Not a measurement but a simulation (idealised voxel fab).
process module | voxel wiring stack
cross-section cut | 210 nm wide | cells 5 nm
A cross-section is a grid of square cells, given in bands from the top down. A band is one or more rows of cells.
Each band's line starts with the height of the band's top and of its bottom, in nm. Then come its materials from left to right, each with its width in nm. One material with "throughout" fills the band from edge to edge. "air" is empty space.
Height 0 is the level under which the wafer as received is all one material. The lowest band goes on downwards, as in "0 down".
A width such as "30 to 40" changes by the same amount from each row of cells to the next, from the band's top row to its bottom row.
"no change" after a step means that no cell of the cross-section changed.
closed voids: empty space of 8 cells or more with no open way to the top, each as width x height at its distance from the left edge, in nm
after a step's settings: what the simulator itself notes on the step
overlay nm, on a step with a mask: how far to the right of its planned place the mask lay; to the left if negative
plan
1 op RECEIVE | material Si
2 op CONFORMAL_DEP | material SiO2 | thk nm 15
3 op DIRECTIONAL_DEP | material TiN | thk nm 5
4 op DIRECTIONAL_DEP | material W | thk nm 20
5 op MASKED_ETCH | tone cover | mask id METAL_1 | width nm 20 | pitch nm 35 | etch materials W | depth nm 20 | overlay nm 0
6 op MASKED_ETCH | tone cover | mask id METAL_1 | width nm 20 | pitch nm 35 | etch materials TiN | depth nm 5 | overlay nm 0
7 op CONFORMAL_DEP | material SiN | thk nm 5
8 op FILL_DEP | material SiO2 | thk nm 5
9 op CMP | height nm 40
10 op CONFORMAL_DEP | material SiCN | thk nm 5
11 op DIRECTIONAL_DEP | material SiO2 | thk nm 35
12 op MASKED_ETCH | tone open | mask id METAL_2 | width nm 20 | pitch nm 35 | etch materials SiO2 | depth nm 20 | overlay nm 0
13 op MASKED_ETCH | tone open | mask id METAL_2_HOLES | width nm 15 | etch materials SiO2 | depth nm 15 | overlay nm 0
14 op MASKED_ETCH | tone open | mask id METAL_2_HOLES | width nm 15 | etch materials SiCN | depth nm 5 | overlay nm 0
15 op CONFORMAL_DEP | material TiN | thk nm 5
16 op FILL_DEP | material Cu | thk nm 5
17 op CMP | height nm 80
18 op CONFORMAL_DEP | material SiCN | thk nm 5
19 op DIRECTIONAL_DEP | material SiO2 | thk nm 10
20 op MASKED_ETCH | tone open | mask id PLUG_2 | width nm 15 | pitch nm 35 | etch materials SiO2 | depth nm 10 | overlay nm 0
21 op MASKED_ETCH | tone open | mask id PLUG_2 | width nm 15 | pitch nm 35 | etch materials SiCN | depth nm 5 | overlay nm 0
22 op EPI | material Ru | thk nm 10
23 op EPI | material Ru | thk nm 5
24 op CONFORMAL_DEP | material SiN | thk nm 5
25 op DIRECTIONAL_DEP | material SiO2 | thk nm 15
26 op PATTERN | tone open | mask id METAL_3 | material resist | width nm 20 | pitch nm 35 | thk nm 20 | overlay nm 0
27 op DIRECTIONAL_ETCH | etch materials SiO2 | depth nm 15
28 op DIRECTIONAL_ETCH | etch materials SiN | depth nm 5
29 op STRIP | etch materials resist
30 op CONFORMAL_DEP | material TiN | thk nm 5
31 op FILL_DEP | material W | thk nm 10
32 op CMP | height nm 115
33 op CONFORMAL_DEP | material SiCN | thk nm 5
34 op DIRECTIONAL_DEP | material SiO2 | thk nm 35
35 op PATTERN | tone open | mask id METAL_4 | material resist | width nm 20 | pitch nm 35 | thk nm 20 | overlay nm 0
36 op DIRECTIONAL_ETCH | etch materials SiO2 | depth nm 20
37 op STRIP | etch materials resist
38 op DIRECTIONAL_DEP | material aC | thk nm 10
39 op PATTERN | tone open | mask id METAL_4_HOLES | material resist | width nm 15 | pitch nm 35 | thk nm 25 | overlay nm 0
40 op DIRECTIONAL_ETCH | etch materials aC | depth nm 10
41 op STRIP | etch materials resist
42 op DIRECTIONAL_ETCH | etch materials SiO2 | depth nm 15
43 op DIRECTIONAL_ETCH | etch materials SiCN | depth nm 5
44 op STRIP | etch materials aC
45 op CONFORMAL_DEP | material TiN | thk nm 5
46 op FILL_DEP | material Cu | thk nm 10
47 op CMP | height nm 155
48 op CONFORMAL_DEP | material SiCN | thk nm 5
first wafer, as planned
as received, after step 1
  0 down: Si throughout
  closed voids: none
after step 2
  15 to 0: SiO2 throughout
  below 0: unchanged
after step 3
  20 to 15: TiN throughout
  below 15: unchanged
after step 4
  40 to 20: W throughout
  below 20: unchanged
after step 5
  40 to 20: air 75 | W 20 | air 15 | W 20 | air 80
  below 20: unchanged
after step 6
  40 to 20: air 75 | W 20 | air 15 | W 20 | air 80
  20 to 15: air 75 | TiN 20 | air 15 | TiN 20 | air 80
  below 15: unchanged
after step 7
  45 to 40: air 70 | SiN 30 | air 5 | SiN 30 | air 75
  40 to 20: air 70 | SiN 5 | W 20 | SiN 5 | air 5 | SiN 5 | W 20 | SiN 5 | air 75
  20 to 15: SiN 75 | TiN 20 | SiN 15 | TiN 20 | SiN 80
  below 15: unchanged
after step 8
  50 to 45: SiO2 throughout
  45 to 40: SiO2 70 | SiN 30 | SiO2 5 | SiN 30 | SiO2 75
  40 to 20: SiO2 70 | SiN 5 | W 20 | SiN 5 | SiO2 5 | SiN 5 | W 20 | SiN 5 | SiO2 75
  below 20: unchanged
after step 9
  40 to 20: SiO2 70 | SiN 5 | W 20 | SiN 5 | SiO2 5 | SiN 5 | W 20 | SiN 5 | SiO2 75
  below 20: unchanged
after step 10
  45 to 40: SiCN throughout
  below 40: unchanged
after step 11
  80 to 45: SiO2 throughout
  below 45: unchanged
after step 12
  80 to 60: SiO2 75 | air 20 | SiO2 15 | air 20 | SiO2 80
  below 60: unchanged
after step 13
  80 to 60: SiO2 75 | air 20 | SiO2 15 | air 20 | SiO2 80
  60 to 45: SiO2 75 | air 15 | SiO2 120
  below 45: unchanged
after step 14
  80 to 60: SiO2 75 | air 20 | SiO2 15 | air 20 | SiO2 80
  60 to 45: SiO2 75 | air 15 | SiO2 120
  45 to 40: SiCN 75 | air 15 | SiCN 120
  below 40: unchanged
after step 15
  85 to 80: TiN 80 | air 10 | TiN 25 | air 10 | TiN 85
  80 to 65: SiO2 75 | TiN 5 | air 10 | TiN 5 | SiO2 15 | TiN 5 | air 10 | TiN 5 | SiO2 80
  65 to 60: SiO2 75 | TiN 5 | air 5 | TiN 10 | SiO2 15 | TiN 20 | SiO2 80
  60 to 45: SiO2 75 | TiN 5 | air 5 | TiN 5 | SiO2 120
  45 to 40: SiCN 75 | TiN 15 | SiCN 120
  below 40: unchanged
after step 16
  90 to 85: Cu throughout
  85 to 80: TiN 80 | Cu 10 | TiN 25 | Cu 10 | TiN 85
  80 to 65: SiO2 75 | TiN 5 | Cu 10 | TiN 5 | SiO2 15 | TiN 5 | Cu 10 | TiN 5 | SiO2 80
  65 to 60: SiO2 75 | TiN 5 | Cu 5 | TiN 10 | SiO2 15 | TiN 20 | SiO2 80
  60 to 45: SiO2 75 | TiN 5 | Cu 5 | TiN 5 | SiO2 120
  below 45: unchanged
after step 17
  80 to 65: SiO2 75 | TiN 5 | Cu 10 | TiN 5 | SiO2 15 | TiN 5 | Cu 10 | TiN 5 | SiO2 80
  below 65: unchanged
after step 18
  85 to 80: SiCN throughout
  below 80: unchanged
after step 19
  95 to 85: SiO2 throughout
  below 85: unchanged
after step 20
  95 to 85: SiO2 75 | air 15 | SiO2 20 | air 15 | SiO2 85
  below 85: unchanged
after step 21
  95 to 85: SiO2 75 | air 15 | SiO2 20 | air 15 | SiO2 85
  85 to 80: SiCN 75 | air 15 | SiCN 20 | air 15 | SiCN 85
  below 80: unchanged
after step 22
  95 to 90: SiO2 75 | air 15 | SiO2 20 | air 15 | SiO2 85
  90 to 85: SiO2 75 | Ru 15 | SiO2 20 | Ru 15 | SiO2 85
  85 to 80: SiCN 75 | Ru 15 | SiCN 20 | Ru 15 | SiCN 85
  below 80: unchanged
after step 23
  95 to 85: SiO2 75 | Ru 15 | SiO2 20 | Ru 15 | SiO2 85
  below 85: unchanged
after step 24
  100 to 95: SiN throughout
  below 95: unchanged
after step 25
  115 to 100: SiO2 throughout
  below 100: unchanged
after step 26
  135 to 115: resist 75 | air 20 | resist 15 | air 20 | resist 80
  below 115: unchanged
after step 27
  135 to 115: resist 75 | air 20 | resist 15 | air 20 | resist 80
  115 to 100: SiO2 75 | air 20 | SiO2 15 | air 20 | SiO2 80
  below 100: unchanged
after step 28
  135 to 115: resist 75 | air 20 | resist 15 | air 20 | resist 80
  115 to 100: SiO2 75 | air 20 | SiO2 15 | air 20 | SiO2 80
  100 to 95: SiN 75 | air 20 | SiN 15 | air 20 | SiN 80
  below 95: unchanged
after step 29
  115 to 100: SiO2 75 | air 20 | SiO2 15 | air 20 | SiO2 80
  below 100: unchanged
after step 30
  120 to 115: TiN 80 | air 10 | TiN 25 | air 10 | TiN 85
  115 to 100: SiO2 75 | TiN 5 | air 10 | TiN 5 | SiO2 15 | TiN 5 | air 10 | TiN 5 | SiO2 80
  100 to 95: SiN 75 | TiN 20 | SiN 15 | TiN 20 | SiN 80
  below 95: unchanged
after step 31
  130 to 120: W throughout
  120 to 115: TiN 80 | W 10 | TiN 25 | W 10 | TiN 85
  115 to 100: SiO2 75 | TiN 5 | W 10 | TiN 5 | SiO2 15 | TiN 5 | W 10 | TiN 5 | SiO2 80
  below 100: unchanged
after step 32
  115 to 100: SiO2 75 | TiN 5 | W 10 | TiN 5 | SiO2 15 | TiN 5 | W 10 | TiN 5 | SiO2 80
  below 100: unchanged
after step 33
  120 to 115: SiCN throughout
  below 115: unchanged
after step 34
  155 to 120: SiO2 throughout
  below 120: unchanged
after step 35
  175 to 155: resist 75 | air 20 | resist 15 | air 20 | resist 80
  below 155: unchanged
after step 36
  175 to 155: resist 75 | air 20 | resist 15 | air 20 | resist 80
  155 to 135: SiO2 75 | air 20 | SiO2 15 | air 20 | SiO2 80
  below 135: unchanged
after step 37
  155 to 135: SiO2 75 | air 20 | SiO2 15 | air 20 | SiO2 80
  below 135: unchanged
after step 38
  165 to 155: aC 75 | air 20 | aC 15 | air 20 | aC 80
  155 to 145: SiO2 75 | air 20 | SiO2 15 | air 20 | SiO2 80
  145 to 135: SiO2 75 | aC 20 | SiO2 15 | aC 20 | SiO2 80
  below 135: unchanged
after step 39
  190 to 165: resist 75 | air 15 | resist 20 | air 15 | resist 85
  165 to 155: aC 75 | air 15 | resist 5 | aC 15 | air 15 | resist 5 | aC 80
  155 to 145: SiO2 75 | air 15 | resist 5 | SiO2 15 | air 15 | resist 5 | SiO2 80
  below 145: unchanged
after step 40
  180 to 165: resist 75 | air 15 | resist 20 | air 15 | resist 85
  165 to 155: aC 75 | air 15 | resist 5 | aC 15 | air 15 | resist 5 | aC 80
  155 to 145: SiO2 75 | air 15 | resist 5 | SiO2 15 | air 15 | resist 5 | SiO2 80
  145 to 135: SiO2 75 | air 15 | aC 5 | SiO2 15 | air 15 | aC 5 | SiO2 80
  below 135: unchanged
after step 41
  165 to 155: aC 75 | air 20 | aC 15 | air 20 | aC 80
  155 to 145: SiO2 75 | air 20 | SiO2 15 | air 20 | SiO2 80
  below 145: unchanged
after step 42
  165 to 155: aC 75 | air 20 | aC 15 | air 20 | aC 80
  155 to 145: SiO2 75 | air 20 | SiO2 15 | air 20 | SiO2 80
  145 to 135: SiO2 75 | air 15 | aC 5 | SiO2 15 | air 15 | aC 5 | SiO2 80
  135 to 120: SiO2 75 | air 15 | SiO2 20 | air 15 | SiO2 85
  below 120: unchanged
after step 43
  165 to 155: aC 75 | air 20 | aC 15 | air 20 | aC 80
  155 to 145: SiO2 75 | air 20 | SiO2 15 | air 20 | SiO2 80
  145 to 135: SiO2 75 | air 15 | aC 5 | SiO2 15 | air 15 | aC 5 | SiO2 80
  135 to 120: SiO2 75 | air 15 | SiO2 20 | air 15 | SiO2 85
  120 to 115: SiCN 75 | air 15 | SiCN 20 | air 15 | SiCN 85
  below 115: unchanged
after step 44
  155 to 135: SiO2 75 | air 20 | SiO2 15 | air 20 | SiO2 80
  below 135: unchanged
after step 45
  160 to 155: TiN 80 | air 10 | TiN 25 | air 10 | TiN 85
  155 to 140: SiO2 75 | TiN 5 | air 10 | TiN 5 | SiO2 15 | TiN 5 | air 10 | TiN 5 | SiO2 80
  140 to 135: SiO2 75 | TiN 5 | air 5 | TiN 10 | SiO2 15 | TiN 5 | air 5 | TiN 10 | SiO2 80
  135 to 120: SiO2 75 | TiN 5 | air 5 | TiN 5 | SiO2 20 | TiN 5 | air 5 | TiN 5 | SiO2 85
  120 to 115: SiCN 75 | TiN 15 | SiCN 20 | TiN 15 | SiCN 85
  below 115: unchanged
after step 46
  170 to 160: Cu throughout
  160 to 155: TiN 80 | Cu 10 | TiN 25 | Cu 10 | TiN 85
  155 to 140: SiO2 75 | TiN 5 | Cu 10 | TiN 5 | SiO2 15 | TiN 5 | Cu 10 | TiN 5 | SiO2 80
  140 to 135: SiO2 75 | TiN 5 | Cu 5 | TiN 10 | SiO2 15 | TiN 5 | Cu 5 | TiN 10 | SiO2 80
  135 to 120: SiO2 75 | TiN 5 | Cu 5 | TiN 5 | SiO2 20 | TiN 5 | Cu 5 | TiN 5 | SiO2 85
  below 120: unchanged
after step 47
  155 to 140: SiO2 75 | TiN 5 | Cu 10 | TiN 5 | SiO2 15 | TiN 5 | Cu 10 | TiN 5 | SiO2 80
  below 140: unchanged
after step 48
  160 to 155: SiCN throughout
  below 155: unchanged
second wafer: like start, like plan, one mistake. Through step 38 it matches the first wafer
when step 39 should have ended
  190 to 165: resist 75 | air 20 | resist 15 | air 20 | resist 80
  below 165: unchanged
when step 40 should have ended
  180 to 165: resist 75 | air 20 | resist 15 | air 20 | resist 80
  165 to 155: aC 75 | air 20 | aC 15 | air 20 | aC 80
  155 to 135: SiO2 75 | air 20 | SiO2 15 | air 20 | SiO2 80
  below 135: unchanged
when step 41 should have ended
  165 to 155: aC 75 | air 20 | aC 15 | air 20 | aC 80
  below 155: unchanged
when step 42 should have ended
  165 to 155: aC 75 | air 20 | aC 15 | air 20 | aC 80
  155 to 120: SiO2 75 | air 20 | SiO2 15 | air 20 | SiO2 80
  below 120: unchanged
when step 43 should have ended
  165 to 155: aC 75 | air 20 | aC 15 | air 20 | aC 80
  155 to 120: SiO2 75 | air 20 | SiO2 15 | air 20 | SiO2 80
  120 to 115: SiCN 75 | air 20 | SiCN 15 | air 20 | SiCN 80
  below 115: unchanged
when step 44 should have ended
  155 to 120: SiO2 75 | air 20 | SiO2 15 | air 20 | SiO2 80
  below 120: unchanged
when step 45 should have ended
  160 to 155: TiN 80 | air 10 | TiN 25 | air 10 | TiN 85
  155 to 120: SiO2 75 | TiN 5 | air 10 | TiN 5 | SiO2 15 | TiN 5 | air 10 | TiN 5 | SiO2 80
  120 to 115: SiCN 75 | TiN 20 | SiCN 15 | TiN 20 | SiCN 80
  below 115: unchanged
when step 46 should have ended
  170 to 160: Cu throughout
  160 to 155: TiN 80 | Cu 10 | TiN 25 | Cu 10 | TiN 85
  155 to 120: SiO2 75 | TiN 5 | Cu 10 | TiN 5 | SiO2 15 | TiN 5 | Cu 10 | TiN 5 | SiO2 80
  below 120: unchanged
when step 47 should have ended
  155 to 120: SiO2 75 | TiN 5 | Cu 10 | TiN 5 | SiO2 15 | TiN 5 | Cu 10 | TiN 5 | SiO2 80
  below 120: unchanged
when step 48 should have ended
  160 to 155: SiCN throughout
  below 155: unchanged
what went wrong: step 39 ran as: op PATTERN | tone open | mask id METAL_4_HOLES | material resist | width nm 20 | pitch nm 35 | thk nm 25 | overlay nm 0
at the end the second wafer has, in cells: 8 more of Cu | 2 fewer of SiCN | 6 fewer of SiO2
